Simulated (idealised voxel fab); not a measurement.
process module | voxel wiring stack
cross-section cut | 195 nm wide | cells 5 nm
A cross-section is a grid of square cells, given in bands from the top down. A band is one or more rows of cells.
Each band's line starts with the height of the band's top and of its bottom, in nm. Then come its materials from left to right, each with its width in nm. One material with "throughout" fills the band from edge to edge. "air" is empty space.
Height 0 is the level under which the wafer as received is all one material. The lowest band goes on downwards, as in "0 down".
A width such as "30 to 40" changes by the same amount from each row of cells to the next, from the band's top row to its bottom row.
"no change" after a step means that no cell of the cross-section changed.
closed voids: empty space of 8 cells or more with no open way to the top, each as width x height at its distance from the left edge, in nm
after a step's settings: what the simulator itself notes on the step
overlay nm, on a step with a mask: how far to the right of its planned place the mask lay; to the left if negative
plan
1 op RECEIVE | material Si
2 op CONFORMAL_DEP | material SiO2 | thk nm 10
3 op CONFORMAL_DEP | material SiCN | thk nm 5
4 op DIRECTIONAL_DEP | material SiO2 | thk nm 15
5 op PATTERN | tone open | mask id METAL_1 | material resist | width nm 25 | pitch nm 55 | thk nm 15 | overlay nm 0
6 op DIRECTIONAL_ETCH | etch materials SiO2 | depth nm 15
7 op DIRECTIONAL_ETCH | etch materials SiCN | depth nm 5
8 op STRIP | etch materials resist
9 op CONFORMAL_DEP | material TiN | thk nm 5
10 op FILL_DEP | material W | thk nm 5
11 op CMP | height nm 30
12 op CONFORMAL_DEP | material SiCN | thk nm 5
13 op DIRECTIONAL_DEP | material lowk | thk nm 15
14 op PATTERN | tone open | mask id PLUG_1 | material resist | width nm 15 | pitch nm 55 | thk nm 15 | overlay nm 0
15 op DIRECTIONAL_ETCH | etch materials lowk | depth nm 15
16 op DIRECTIONAL_ETCH | etch materials SiCN | depth nm 5
17 op STRIP | etch materials resist
18 op CONFORMAL_DEP | material TiN | thk nm 5
19 op FILL_DEP | material Ru | thk nm 10
20 op CMP | height nm 50
21 op DIRECTIONAL_DEP | material TiN | thk nm 5
22 op DIRECTIONAL_DEP | material W | thk nm 15
23 op DIRECTIONAL_DEP | material aC | thk nm 10
24 op PATTERN | tone cover | mask id METAL_2 | material resist | width nm 25 | pitch nm 55 | thk nm 25 | overlay nm 0
25 op DIRECTIONAL_ETCH | etch materials aC | depth nm 10
26 op STRIP | etch materials resist
27 op DIRECTIONAL_ETCH | etch materials W | depth nm 15
28 op DIRECTIONAL_ETCH | etch materials TiN | depth nm 5
29 op STRIP | etch materials aC
30 op CONFORMAL_DEP | material SiN | thk nm 5
31 op FILL_DEP | material SiO2 | thk nm 5
32 op CMP | height nm 70
33 op CONFORMAL_DEP | material SiCN | thk nm 5
34 op DIRECTIONAL_DEP | material lowk | thk nm 25
35 op MASKED_ETCH | tone open | mask id METAL_3_HOLES | width nm 15 | etch materials lowk | depth nm 25 | overlay nm 0
36 op PATTERN | tone open | mask id METAL_3 | material resist | width nm 25 | pitch nm 55 | thk nm 20 | overlay nm 0
37 op DIRECTIONAL_ETCH | etch materials lowk | depth nm 15
38 op DIRECTIONAL_ETCH | etch materials SiCN | depth nm 5
39 op STRIP | etch materials resist
40 op CONFORMAL_DEP | material TiN | thk nm 5
41 op FILL_DEP | material Cu | thk nm 10
42 op CMP | height nm 100
43 op CONFORMAL_DEP | material SiCN | thk nm 5
as received, after step 1
  0 down: Si throughout
  closed voids: none
first wafer at the end, as planned
  105 to 100: SiCN throughout
  100 to 90: lowk 55 | TiN 5 | Cu 15 | TiN 5 | lowk 30 | TiN 5 | Cu 15 | TiN 5 | lowk 60
  90 to 85: lowk 55 | TiN 5 | Cu 5 | TiN 15 | lowk 30 | TiN 25 | lowk 60
  85 to 75: lowk 55 | TiN 5 | Cu 5 | TiN 5 | lowk 125
  75 to 70: SiCN 55 | TiN 15 | SiCN 125
  70 to 55: SiO2 50 | SiN 5 | W 25 | SiN 5 | SiO2 20 | SiN 5 | W 25 | SiN 5 | SiO2 55
  55 to 50: SiN 55 | TiN 25 | SiN 30 | TiN 25 | SiN 60
  50 to 35: lowk 55 | TiN 5 | Ru 5 | TiN 5 | lowk 40 | TiN 5 | Ru 5 | TiN 5 | lowk 70
  35 to 30: SiCN 55 | TiN 15 | SiCN 40 | TiN 15 | SiCN 70
  30 to 15: SiO2 55 | TiN 5 | W 15 | TiN 5 | SiO2 30 | TiN 5 | W 15 | TiN 5 | SiO2 60
  15 to 10: SiCN 55 | TiN 25 | SiCN 30 | TiN 25 | SiCN 60
  10 to 0: SiO2 throughout
  0 down: Si throughout
  closed voids: none
second wafer at the end: like start, like plan, one mistake
  105 to 100: SiCN throughout
  100 to 90: lowk 55 | TiN 5 | Cu 15 | TiN 5 | lowk 30 | TiN 5 | Cu 15 | TiN 5 | lowk 60
  90 to 85: lowk 55 | TiN 5 | Cu 5 | TiN 15 | lowk 30 | TiN 25 | lowk 60
  85 to 75: lowk 55 | TiN 5 | Cu 5 | TiN 5 | lowk 125
  75 to 70: SiCN 55 | TiN 15 | SiCN 125
  70 to 55: SiO2 50 | SiN 5 | W 25 | SiN 5 | SiO2 20 | SiN 5 | W 25 | SiN 5 | SiO2 55
  55 to 50: SiN 55 | TiN 25 | SiN 30 | TiN 25 | SiN 60
  50 to 35: Ru 50 | TiN 5 | lowk 15 | TiN 5 | Ru 30 | TiN 5 | lowk 15 | TiN 5 | Ru 65
  35 to 30: TiN 55 | SiCN 15 | TiN 40 | SiCN 15 | TiN 70
  30 to 15: SiO2 55 | TiN 5 | W 15 | TiN 5 | SiO2 30 | TiN 5 | W 15 | TiN 5 | SiO2 60
  15 to 10: SiCN 55 | TiN 25 | SiCN 30 | TiN 25 | SiCN 60
  10 to 0: SiO2 throughout
  0 down: Si throughout
  closed voids: none
what went wrong: step 14 ran as: op PATTERN | tone cover | mask id PLUG_1 | material resist | width nm 15 | pitch nm 55 | thk nm 15 | overlay nm 0
at the end the second wafer has, in cells: 81 more of Ru | 27 fewer of SiCN | 27 more of TiN | 81 fewer of lowk
